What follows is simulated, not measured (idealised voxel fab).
Proc. module: voxel transistor to metal
Section cut is 175 nm wide and gridded with 5 nm square cells.
A cross-section is written here as square cells arranged in a grid, and it is given in bands from the top down, each band taking up one or more rows of cells.
The entry gives the band's vertical extent as a top height and a bottom height in nm, then its horizontal make-up as materials from left to right, each with a width in nm. "blank" stands for empty space; a single material marked "throughout" fills the band edge to edge.
Heads up on the height convention: 0 is the point under which the incoming wafer is all one material, and the lowest band has no bottom, it just keeps going down, like "0 down".
Width spec "30..40" -> top row of cells at first value, bottom row at second value, equal per-row change in between.
Given "no change occurred" for a step, no cell of the cross-section differs between before and after that step.
Basically, "Non-vented voids" tells you about the enclosed voids: empty spaces with no open way to the top, 8 cells or bigger, each written width x height at distance, where distance is from the left edge, all in nm.
Text after the settings on a step's line: the simulator's own remark on that step.
Each step line may optionally specify "overlay nm", which for a step with a mask gives the rightward distance between the mask's planned place and where it lay, a negative value indicating the leftward direction.

### List of planned process steps
1 RECEIVE | material Si
2 OXIDIZE | depth nm 5
3 CONFORMAL_DEP | material SiN | thk nm 10
4 DIRECTIONAL_DEP | material aC | thk nm 15
5 PATTERN | tone cover | mask id ACTIVE | material resist | width nm 115 | thk nm 35 | overlay nm 0
6 DIRECTIONAL_ETCH | etch materials aC | depth nm 15
7 STRIP | etch materials resist
8 DIRECTIONAL_ETCH | etch materials SiN | depth nm 10
9 DIRECTIONAL_ETCH | etch materials SiO2 | depth nm 5
10 DIRECTIONAL_ETCH | etch materials Si | depth nm 20
11 STRIP | etch materials aC
12 OXIDIZE | depth nm 5
13 FILL_DEP | material SiO2 | thk nm 5
14 CMP | height nm 10
15 SELECTIVE_ETCH | etch materials SiO2 | depth nm 10
16 STRIP | etch materials SiN
17 SELECTIVE_ETCH | etch materials SiO2 | depth nm 5
18 OXIDIZE | depth nm 5
19 DIRECTIONAL_DEP | material polySi | thk nm 30
20 DIRECTIONAL_DEP | material SiCN | thk nm 10
21 PATTERN | tone cover | mask id GATE | material resist | width nm 25 | thk nm 15 | overlay nm 0
22 DIRECTIONAL_ETCH | etch materials SiCN | depth nm 20
23 DIRECTIONAL_ETCH | etch materials polySi | depth nm 40
24 STRIP | etch materials resist
25 CONFORMAL_DEP | material SiO2 | thk nm 5
26 DIRECTIONAL_ETCH | etch materials SiO2 | depth nm 5
27 CONFORMAL_DEP | material SiN | thk nm 10
28 DIRECTIONAL_ETCH | etch materials SiN | depth nm 10
29 DIRECTIONAL_ETCH | etch materials SiO2 | depth nm 5
30 DIRECTIONAL_ETCH | etch materials Si | depth nm 5
31 EPI | material pSi | thk nm 5
32 FILL_DEP | material SiO2 | thk nm 5
33 CMP | height nm 25
34 STRIP | etch materials polySi
35 SELECTIVE_ETCH | etch materials SiO2 | depth nm 5
36 CONFORMAL_DEP | material HfO2 | thk nm 5
37 CONFORMAL_DEP | material TiN | thk nm 5
38 FILL_DEP | material W | thk nm 5
39 CMP | height nm 20
40 DIRECTIONAL_DEP | material SiO2 | thk nm 10
41 MASKED_ETCH | tone open | mask id CONTACT | width nm 20 | pitch nm 75 | etch materials SiO2 | depth nm 40 | overlay nm 0
42 CONFORMAL_DEP | material TiN | thk nm 5
43 FILL_DEP | material W | thk nm 5
44 CMP | height nm 30
45 CONFORMAL_DEP | material SiCN | thk nm 5
46 DIRECTIONAL_DEP | material lowk | thk nm 25
47 PATTERN | tone open | mask id METAL_1 | material resist | width nm 20 | pitch nm 75 | thk nm 20 | overlay nm 0
48 DIRECTIONAL_ETCH | etch materials lowk | depth nm 25
49 DIRECTIONAL_ETCH | etch materials SiCN | depth nm 5
50 STRIP | etch materials resist
51 CONFORMAL_DEP | material TiN | thk nm 5
52 FILL_DEP | material W | thk nm 5
53 CMP | height nm 60
54 EPI | material Ru | thk nm 5
55 FILL_DEP | material SiCN | thk nm 5
56 DIRECTIONAL_DEP | material lowk | thk nm 25
57 PATTERN | tone open | mask id METAL_2 | material resist | width nm 20 | pitch nm 75 | thk nm 15 | overlay nm 0
58 DIRECTIONAL_ETCH | etch materials lowk | depth nm 15
59 STRIP | etch materials resist
60 PATTERN | tone open | mask id METAL_2_HOLES | material resist | width nm 15 | pitch nm 75 | thk nm 15 | overlay nm 0
61 DIRECTIONAL_ETCH | etch materials lowk | depth nm 10
62 DIRECTIONAL_ETCH | etch materials SiCN | depth nm 5
63 STRIP | etch materials resist
64 CONFORMAL_DEP | material TiN | thk nm 5
65 FILL_DEP | material Cu | thk nm 5
66 CMP | height nm 95
67 CONFORMAL_DEP | material SiN | thk nm 5

### First of two wafers, processed according to plan

### Here's what the wafer looked like in cross-section when it arrived - that's after step 1
> 0 down = Si throughout
> Non-vented voids: none

### Take a look at the wafer's cross-section after step 2
> 0 to -5 = SiO2 throughout
> Heights below -5 show no change.

### Take a look at the wafer's cross-section after step 3
> 10 to 0 = SiN throughout
> Heights below 0 show no change.

### Take a look at the wafer's cross-section after step 4
> 25 to 10 = aC throughout
> Heights below 10 show no change.

### Take a look at the wafer's cross-section after step 5
> 60 to 25 = blank (30) / resist (115) / blank (30)
> Heights below 25 show no change.

### Take a look at the wafer's cross-section after step 6
> 45 to 25 = blank (30) / resist (115) / blank (30)
> 25 to 10 = blank (30) / aC (115) / blank (30)
> Heights below 10 show no change.

### Take a look at the wafer's cross-section after step 7
> 25 to 10 = blank (30) / aC (115) / blank (30)
> Heights below 10 show no change.

### Take a look at the wafer's cross-section after step 8
> 25 to 10 = blank (30) / aC (115) / blank (30)
> 10 to 0 = blank (30) / SiN (115) / blank (30)
> Heights below 0 show no change.

### Take a look at the wafer's cross-section after step 9
> 25 to 10 = blank (30) / aC (115) / blank (30)
> 10 to 0 = blank (30) / SiN (115) / blank (30)
> 0 to -5 = blank (30) / SiO2 (115) / blank (30)
> Heights below -5 show no change.

### Take a look at the wafer's cross-section after step 10
> 25 to 10 = blank (30) / aC (115) / blank (30)
> 10 to 0 = blank (30) / SiN (115) / blank (30)
> 0 to -5 = blank (30) / SiO2 (115) / blank (30)
> -5 to -25 = blank (30) / Si (115) / blank (30)
> Heights below -25 show no change.

### Take a look at the wafer's cross-section after step 11
> 10 to 0 = blank (30) / SiN (115) / blank (30)
> Heights below 0 show no change.

### Take a look at the wafer's cross-section after step 12
> 10 to 0 = blank (30) / SiN (115) / blank (30)
> 0 to -5 = blank (30) / SiO2 (115) / blank (30)
> -5 to -25 = blank (30) / SiO2 (5) / Si (105) / SiO2 (5) / blank (30)
> -25 to -30 = SiO2 (35) / Si (105) / SiO2 (35)
> Heights below -30 show no change.

### Take a look at the wafer's cross-section after step 13
> 15 to 10 = SiO2 throughout
> 10 to 0 = SiO2 (30) / SiN (115) / SiO2 (30)
> 0 to -5 = SiO2 throughout
> -5 to -30 = SiO2 (35) / Si (105) / SiO2 (35)
> Heights below -30 show no change.

### Take a look at the wafer's cross-section after step 14
> 10 to 0 = SiO2 (30) / SiN (115) / SiO2 (30)
> Heights below 0 show no change.

### Take a look at the wafer's cross-section after step 15
> 10 to 0 = blank (30) / SiN (115) / blank (30)
> Heights below 0 show no change.

### Take a look at the wafer's cross-section after step 16
> 0 to -5 = SiO2 throughout
> Heights below -5 show no change.

### Take a look at the wafer's cross-section after step 17
> -5 to -30 = SiO2 (35) / Si (105) / SiO2 (35)
> Heights below -30 show no change.

### Take a look at the wafer's cross-section after step 18
> -5 to -10 = SiO2 throughout
> Heights below -10 show no change.

### Take a look at the wafer's cross-section after step 19
> 25 to -5 = polySi throughout
> Heights below -5 show no change.

### Take a look at the wafer's cross-section after step 20
> 35 to 25 = SiCN throughout
> Heights below 25 show no change.

### Take a look at the wafer's cross-section after step 21
> 50 to 35 = blank (75) / resist (25) / blank (75)
> Heights below 35 show no change.

### Take a look at the wafer's cross-section after step 22
> 50 to 35 = blank (75) / resist (25) / blank (75)
> 35 to 25 = blank (75) / SiCN (25) / blank (75)
> Heights below 25 show no change.

### Take a look at the wafer's cross-section after step 23
> 50 to 35 = blank (75) / resist (25) / blank (75)
> 35 to 25 = blank (75) / SiCN (25) / blank (75)
> 25 to -5 = blank (75) / polySi (25) / blank (75)
> Heights below -5 show no change.

### Take a look at the wafer's cross-section after step 24
> 35 to 25 = blank (75) / SiCN (25) / blank (75)
> Heights below 25 show no change.

### Take a look at the wafer's cross-section after step 25
> 40 to 35 = blank (70) / SiO2 (35) / blank (70)
> 35 to 25 = blank (70) / SiO2 (5) / SiCN (25) / SiO2 (5) / blank (70)
> 25 to 0 = blank (70) / SiO2 (5) / polySi (25) / SiO2 (5) / blank (70)
> 0 to -5 = SiO2 (75) / polySi (25) / SiO2 (75)
> Heights below -5 show no change.

### Take a look at the wafer's cross-section after step 26
> 35 to 25 = blank (70) / SiO2 (5) / SiCN (25) / SiO2 (5) / blank (70)
> 25 to -5 = blank (70) / SiO2 (5) / polySi (25) / SiO2 (5) / blank (70)
> Heights below -5 show no change.

### Take a look at the wafer's cross-section after step 27
> 45 to 35 = blank (60) / SiN (55) / blank (60)
> 35 to 25 = blank (60) / SiN (10) / SiO2 (5) / SiCN (25) / SiO2 (5) / SiN (10) / blank (60)
> 25 to 5 = blank (60) / SiN (10) / SiO2 (5) / polySi (25) / SiO2 (5) / SiN (10) / blank (60)
> 5 to -5 = SiN (70) / SiO2 (5) / polySi (25) / SiO2 (5) / SiN (70)
> Heights below -5 show no change.

### Take a look at the wafer's cross-section after step 28
> 35 to 25 = blank (60) / SiN (10) / SiO2 (5) / SiCN (25) / SiO2 (5) / SiN (10) / blank (60)
> 25 to -5 = blank (60) / SiN (10) / SiO2 (5) / polySi (25) / SiO2 (5) / SiN (10) / blank (60)
> Heights below -5 show no change.

### Take a look at the wafer's cross-section after step 29
> 35 to 30 = blank (60) / SiN (10) / blank (5) / SiCN (25) / blank (5) / SiN (10) / blank (60)
> 30 to 25 = blank (60) / SiN (10) / SiO2 (5) / SiCN (25) / SiO2 (5) / SiN (10) / blank (60)
> 25 to -5 = blank (60) / SiN (10) / SiO2 (5) / polySi (25) / SiO2 (5) / SiN (10) / blank (60)
> -5 to -10 = blank (60) / SiO2 (55) / blank (60)
> Heights below -10 show no change.

### Take a look at the wafer's cross-section after step 30
> 35 to 30 = blank (60) / SiN (10) / blank (5) / SiCN (25) / blank (5) / SiN (10) / blank (60)
> 30 to 25 = blank (60) / SiN (10) / SiO2 (5) / SiCN (25) / SiO2 (5) / SiN (10) / blank (60)
> 25 to -5 = blank (60) / SiN (10) / SiO2 (5) / polySi (25) / SiO2 (5) / SiN (10) / blank (60)
> -5 to -10 = blank (60) / SiO2 (55) / blank (60)
> -10 to -15 = SiO2 (35) / blank (25) / Si (55) / blank (25) / SiO2 (35)
> Heights below -15 show no change.

### Take a look at the wafer's cross-section after step 31
> 35 to 30 = blank (60) / SiN (10) / blank (5) / SiCN (25) / blank (5) / SiN (10) / blank (60)
> 30 to 25 = blank (60) / SiN (10) / SiO2 (5) / SiCN (25) / SiO2 (5) / SiN (10) / blank (60)
> 25 to -5 = blank (60) / SiN (10) / SiO2 (5) / polySi (25) / SiO2 (5) / SiN (10) / blank (60)
> -5 to -10 = blank (55) / pSi (5) / SiO2 (55) / pSi (5) / blank (55)
> -10 to -15 = SiO2 (35) / pSi (25) / Si (55) / pSi (25) / SiO2 (35)
> Heights below -15 show no change.

### Take a look at the wafer's cross-section after step 32
> 40 to 35 = SiO2 throughout
> 35 to 25 = SiO2 (60) / SiN (10) / SiO2 (5) / SiCN (25) / SiO2 (5) / SiN (10) / SiO2 (60)
> 25 to -5 = SiO2 (60) / SiN (10) / SiO2 (5) / polySi (25) / SiO2 (5) / SiN (10) / SiO2 (60)
> -5 to -10 = SiO2 (55) / pSi (5) / SiO2 (55) / pSi (5) / SiO2 (55)
> Heights below -10 show no change.

### Take a look at the wafer's cross-section after step 33
> 25 to -5 = SiO2 (60) / SiN (10) / SiO2 (5) / polySi (25) / SiO2 (5) / SiN (10) / SiO2 (60)
> Heights below -5 show no change.

### Take a look at the wafer's cross-section after step 34
> 25 to -5 = SiO2 (60) / SiN (10) / SiO2 (5) / blank (25) / SiO2 (5) / SiN (10) / SiO2 (60)
> Heights below -5 show no change.

### Take a look at the wafer's cross-section after step 35
> 25 to 20 = blank (60) / SiN (10) / blank (35) / SiN (10) / blank (60)
> 20 to -5 = SiO2 (60) / SiN (10) / blank (35) / SiN (10) / SiO2 (60)
> -5 to -10 = SiO2 (55) / pSi (5) / SiO2 (10) / blank (35) / SiO2 (10) / pSi (5) / SiO2 (55)
> Heights below -10 show no change.

### Take a look at the wafer's cross-section after step 36
> 30 to 25 = blank (55) / HfO2 (20) / blank (25) / HfO2 (20) / blank (55)
> 25 to 20 = HfO2 (60) / SiN (10) / HfO2 (5) / blank (25) / HfO2 (5) / SiN (10) / HfO2 (60)
> 20 to -5 = SiO2 (60) / SiN (10) / HfO2 (5) / blank (25) / HfO2 (5) / SiN (10) / SiO2 (60)
> -5 to -10 = SiO2 (55) / pSi (5) / SiO2 (10) / HfO2 (35) / SiO2 (10) / pSi (5) / SiO2 (55)
> Heights below -10 show no change.

### Take a look at the wafer's cross-section after step 37
> 35 to 30 = blank (50) / TiN (30) / blank (15) / TiN (30) / blank (50)
> 30 to 25 = TiN (55) / HfO2 (20) / TiN (5) / blank (15) / TiN (5) / HfO2 (20) / TiN (55)
> 25 to 20 = HfO2 (60) / SiN (10) / HfO2 (5) / TiN (5) / blank (15) / TiN (5) / HfO2 (5) / SiN (10) / HfO2 (60)
> 20 to 0 = SiO2 (60) / SiN (10) / HfO2 (5) / TiN (5) / blank (15) / TiN (5) / HfO2 (5) / SiN (10) / SiO2 (60)
> 0 to -5 = SiO2 (60) / SiN (10) / HfO2 (5) / TiN (25) / HfO2 (5) / SiN (10) / SiO2 (60)
> Heights below -5 show no change.

### Take a look at the wafer's cross-section after step 38
> 40 to 35 = W throughout
> 35 to 30 = W (50) / TiN (30) / W (15) / TiN (30) / W (50)
> 30 to 25 = TiN (55) / HfO2 (20) / TiN (5) / W (15) / TiN (5) / HfO2 (20) / TiN (55)
> 25 to 20 = HfO2 (60) / SiN (10) / HfO2 (5) / TiN (5) / W (15) / TiN (5) / HfO2 (5) / SiN (10) / HfO2 (60)
> 20 to 0 = SiO2 (60) / SiN (10) / HfO2 (5) / TiN (5) / W (15) / TiN (5) / HfO2 (5) / SiN (10) / SiO2 (60)
> Heights below 0 show no change.

### Take a look at the wafer's cross-section after step 39
> 20 to 0 = SiO2 (60) / SiN (10) / HfO2 (5) / TiN (5) / W (15) / TiN (5) / HfO2 (5) / SiN (10) / SiO2 (60)
> Heights below 0 show no change.

### Take a look at the wafer's cross-section after step 40
> 30 to 20 = SiO2 throughout
> Heights below 20 show no change.

### Take a look at the wafer's cross-section after step 41
> 30 to 20 = SiO2 (40) / blank (20) / SiO2 (55) / blank (20) / SiO2 (40)
> 20 to 0 = SiO2 (40) / blank (20) / SiN (10) / HfO2 (5) / TiN (5) / W (15) / TiN (5) / HfO2 (5) / SiN (10) / blank (20) / SiO2 (40)
> 0 to -5 = SiO2 (40) / blank (20) / SiN (10) / HfO2 (5) / TiN (25) / HfO2 (5) / SiN (10) / blank (20) / SiO2 (40)
> -5 to -10 = SiO2 (40) / blank (15) / pSi (5) / SiO2 (10) / HfO2 (35) / SiO2 (10) / pSi (5) / blank (15) / SiO2 (40)
> Heights below -10 show no change.

### Take a look at the wafer's cross-section after step 42
> 35 to 30 = TiN (45) / blank (10) / TiN (65) / blank (10) / TiN (45)
> 30 to 20 = SiO2 (40) / TiN (5) / blank (10) / TiN (5) / SiO2 (55) / TiN (5) / blank (10) / TiN (5) / SiO2 (40)
> 20 to 0 = SiO2 (40) / TiN (5) / blank (10) / TiN (5) / SiN (10) / HfO2 (5) / TiN (5) / W (15) / TiN (5) / HfO2 (5) / SiN (10) / TiN (5) / blank (10) / TiN (5) / SiO2 (40)
> 0 to -5 = SiO2 (40) / TiN (5) / blank (5) / TiN (10) / SiN (10) / HfO2 (5) / TiN (25) / HfO2 (5) / SiN (10) / TiN (10) / blank (5) / TiN (5) / SiO2 (40)
> -5 to -10 = SiO2 (40) / TiN (15) / pSi (5) / SiO2 (10) / HfO2 (35) / SiO2 (10) / pSi (5) / TiN (15) / SiO2 (40)
> Heights below -10 show no change.

### Take a look at the wafer's cross-section after step 43
> 40 to 35 = W throughout
> 35 to 30 = TiN (45) / W (10) / TiN (65) / W (10) / TiN (45)
> 30 to 20 = SiO2 (40) / TiN (5) / W (10) / TiN (5) / SiO2 (55) / TiN (5) / W (10) / TiN (5) / SiO2 (40)
> 20 to 0 = SiO2 (40) / TiN (5) / W (10) / TiN (5) / SiN (10) / HfO2 (5) / TiN (5) / W (15) / TiN (5) / HfO2 (5) / SiN (10) / TiN (5) / W (10) / TiN (5) / SiO2 (40)
> 0 to -5 = SiO2 (40) / TiN (5) / W (5) / TiN (10) / SiN (10) / HfO2 (5) / TiN (25) / HfO2 (5) / SiN (10) / TiN (10) / W (5) / TiN (5) / SiO2 (40)
> Heights below -5 show no change.

### Take a look at the wafer's cross-section after step 44
> 30 to 20 = SiO2 (40) / TiN (5) / W (10) / TiN (5) / SiO2 (55) / TiN (5) / W (10) / TiN (5) / SiO2 (40)
> Heights below 20 show no change.

### Take a look at the wafer's cross-section after step 45
> 35 to 30 = SiCN throughout
> Heights below 30 show no change.

### Take a look at the wafer's cross-section after step 46
> 60 to 35 = lowk throughout
> Heights below 35 show no change.

### Take a look at the wafer's cross-section after step 47
> 80 to 60 = resist (40) / blank (20) / resist (55) / blank (20) / resist (40)
> Heights below 60 show no change.

### Take a look at the wafer's cross-section after step 48
> 80 to 60 = resist (40) / blank (20) / resist (55) / blank (20) / resist (40)
> 60 to 35 = lowk (40) / blank (20) / lowk (55) / blank (20) / lowk (40)
> Heights below 35 show no change.

### Take a look at the wafer's cross-section after step 49
> 80 to 60 = resist (40) / blank (20) / resist (55) / blank (20) / resist (40)
> 60 to 35 = lowk (40) / blank (20) / lowk (55) / blank (20) / lowk (40)
> 35 to 30 = SiCN (40) / blank (20) / SiCN (55) / blank (20) / SiCN (40)
> Heights below 30 show no change.

### Take a look at the wafer's cross-section after step 50
> 60 to 35 = lowk (40) / blank (20) / lowk (55) / blank (20) / lowk (40)
> Heights below 35 show no change.

### Take a look at the wafer's cross-section after step 51
> 65 to 60 = TiN (45) / blank (10) / TiN (65) / blank (10) / TiN (45)
> 60 to 35 = lowk (40) / TiN (5) / blank (10) / TiN (5) / lowk (55) / TiN (5) / blank (10) / TiN (5) / lowk (40)
> 35 to 30 = SiCN (40) / TiN (20) / SiCN (55) / TiN (20) / SiCN (40)
> Heights below 30 show no change.

### Take a look at the wafer's cross-section after step 52
> 70 to 65 = W throughout
> 65 to 60 = TiN (45) / W (10) / TiN (65) / W (10) / TiN (45)
> 60 to 35 = lowk (40) / TiN (5) / W (10) / TiN (5) / lowk (55) / TiN (5) / W (10) / TiN (5) / lowk (40)
> Heights below 35 show no change.

### Take a look at the wafer's cross-section after step 53
> 60 to 35 = lowk (40) / TiN (5) / W (10) / TiN (5) / lowk (55) / TiN (5) / W (10) / TiN (5) / lowk (40)
> Heights below 35 show no change.

### Take a look at the wafer's cross-section after step 54
> 65 to 60 = blank (35) / Ru (30) / blank (45) / Ru (30) / blank (35)
> Heights below 60 show no change.

### Take a look at the wafer's cross-section after step 55
> 70 to 65 = SiCN throughout
> 65 to 60 = SiCN (35) / Ru (30) / SiCN (45) / Ru (30) / SiCN (35)
> Heights below 60 show no change.

### Take a look at the wafer's cross-section after step 56
> 95 to 70 = lowk throughout
> Heights below 70 show no change.

### Take a look at the wafer's cross-section after step 57
> 110 to 95 = resist (40) / blank (20) / resist (55) / blank (20) / resist (40)
> Heights below 95 show no change.

### Take a look at the wafer's cross-section after step 58
> 110 to 95 = resist (40) / blank (20) / resist (55) / blank (20) / resist (40)
> 95 to 80 = lowk (40) / blank (20) / lowk (55) / blank (20) / lowk (40)
> Heights below 80 show no change.

### Take a look at the wafer's cross-section after step 59
> 95 to 80 = lowk (40) / blank (20) / lowk (55) / blank (20) / lowk (40)
> Heights below 80 show no change.

### Take a look at the wafer's cross-section after step 60
> 110 to 95 = resist (40) / blank (15) / resist (60) / blank (15) / resist (45)
> 95 to 80 = lowk (40) / blank (15) / resist (5) / lowk (55) / blank (15) / resist (5) / lowk (40)
> Heights below 80 show no change.

### Take a look at the wafer's cross-section after step 61
> 110 to 95 = resist (40) / blank (15) / resist (60) / blank (15) / resist (45)
> 95 to 80 = lowk (40) / blank (15) / resist (5) / lowk (55) / blank (15) / resist (5) / lowk (40)
> 80 to 70 = lowk (40) / blank (15) / lowk (60) / blank (15) / lowk (45)
> Heights below 70 show no change.

### Take a look at the wafer's cross-section after step 62
> 110 to 95 = resist (40) / blank (15) / resist (60) / blank (15) / resist (45)
> 95 to 80 = lowk (40) / blank (15) / resist (5) / lowk (55) / blank (15) / resist (5) / lowk (40)
> 80 to 70 = lowk (40) / blank (15) / lowk (60) / blank (15) / lowk (45)
> 70 to 65 = SiCN (40) / blank (15) / SiCN (60) / blank (15) / SiCN (45)
> Heights below 65 show no change.

### Take a look at the wafer's cross-section after step 63
> 95 to 80 = lowk (40) / blank (20) / lowk (55) / blank (20) / lowk (40)
> Heights below 80 show no change.

### Take a look at the wafer's cross-section after step 64
> 100 to 95 = TiN (45) / blank (10) / TiN (65) / blank (10) / TiN (45)
> 95 to 85 = lowk (40) / TiN (5) / blank (10) / TiN (5) / lowk (55) / TiN (5) / blank (10) / TiN (5) / lowk (40)
> 85 to 80 = lowk (40) / TiN (5) / blank (5) / TiN (10) / lowk (55) / TiN (5) / blank (5) / TiN (10) / lowk (40)
> 80 to 70 = lowk (40) / TiN (5) / blank (5) / TiN (5) / lowk (60) / TiN (5) / blank (5) / TiN (5) / lowk (45)
> 70 to 65 = SiCN (40) / TiN (15) / SiCN (60) / TiN (15) / SiCN (45)
> Heights below 65 show no change.

### Take a look at the wafer's cross-section after step 65
> 105 to 100 = Cu throughout
> 100 to 95 = TiN (45) / Cu (10) / TiN (65) / Cu (10) / TiN (45)
> 95 to 85 = lowk (40) / TiN (5) / Cu (10) / TiN (5) / lowk (55) / TiN (5) / Cu (10) / TiN (5) / lowk (40)
> 85 to 80 = lowk (40) / TiN (5) / Cu (5) / TiN (10) / lowk (55) / TiN (5) / Cu (5) / TiN (10) / lowk (40)
> 80 to 70 = lowk (40) / TiN (5) / Cu (5) / TiN (5) / lowk (60) / TiN (5) / Cu (5) / TiN (5) / lowk (45)
> Heights below 70 show no change.

### Take a look at the wafer's cross-section after step 66
> 95 to 85 = lowk (40) / TiN (5) / Cu (10) / TiN (5) / lowk (55) / TiN (5) / Cu (10) / TiN (5) / lowk (40)
> Heights below 85 show no change.

### Take a look at the wafer's cross-section after step 67
> 100 to 95 = SiN throughout
> Heights below 95 show no change.

### Wafer two of two - same starting point, same process plan, one mistake in execution; matches wafer one up to and including step 59

### Cross-section of the second wafer when, according to plan, step 60 should have finished
> 110 to 95 = blank (40) / resist (15) / blank (60) / resist (15) / blank (45)
> 95 to 80 = lowk (40) / resist (15) / blank (5) / lowk (55) / resist (15) / blank (5) / lowk (40)
> Heights below 80 show no change.

### Cross-section of the second wafer when, according to plan, step 61 should have finished
> 110 to 85 = blank (40) / resist (15) / blank (60) / resist (15) / blank (45)
> 85 to 80 = lowk (40) / resist (15) / blank (5) / lowk (55) / resist (15) / blank (5) / lowk (40)
> 80 to 70 = lowk (55) / blank (5) / lowk (70) / blank (5) / lowk (40)
> Heights below 70 show no change.

### Cross-section of the second wafer when, according to plan, step 62 should have finished
> 110 to 85 = blank (40) / resist (15) / blank (60) / resist (15) / blank (45)
> 85 to 80 = lowk (40) / resist (15) / blank (5) / lowk (55) / resist (15) / blank (5) / lowk (40)
> 80 to 70 = lowk (55) / blank (5) / lowk (70) / blank (5) / lowk (40)
> 70 to 65 = SiCN (55) / blank (5) / SiCN (70) / blank (5) / SiCN (40)
> Heights below 65 show no change.

### Cross-section of the second wafer when, according to plan, step 63 should have finished
> 85 to 80 = lowk (40) / blank (20) / lowk (55) / blank (20) / lowk (40)
> Heights below 80 show no change.

### Cross-section of the second wafer when, according to plan, step 64 should have finished
> 90 to 85 = TiN (45) / blank (10) / TiN (65) / blank (10) / TiN (45)
> 85 to 80 = lowk (40) / TiN (20) / lowk (55) / TiN (20) / lowk (40)
> 80 to 70 = lowk (55) / TiN (5) / lowk (70) / TiN (5) / lowk (40)
> 70 to 65 = SiCN (55) / TiN (5) / SiCN (70) / TiN (5) / SiCN (40)
> Heights below 65 show no change.

### Cross-section of the second wafer when, according to plan, step 65 should have finished
> 95 to 90 = Cu throughout
> 90 to 85 = TiN (45) / Cu (10) / TiN (65) / Cu (10) / TiN (45)
> Heights below 85 show no change.

Cross-section of the second wafer when, according to plan, step 66 should have finished: no change occurred

### Cross-section of the second wafer when, according to plan, step 67 should have finished
> 100 to 95 = SiN throughout
> Heights below 95 show no change.
Short version of what went wrong: the process deviated at step 60: the operation and settings actually run there were PATTERN | tone cover | mask id METAL_2_HOLES | material resist | width nm 15 | pitch nm 75 | thk nm 15 | overlay nm 0
Heads up, by the end the second wafer has more or fewer cells of some materials compared to the first: Cu: 25 more; SiCN: 4 more; TiN: 17 more; lowk: 46 fewer
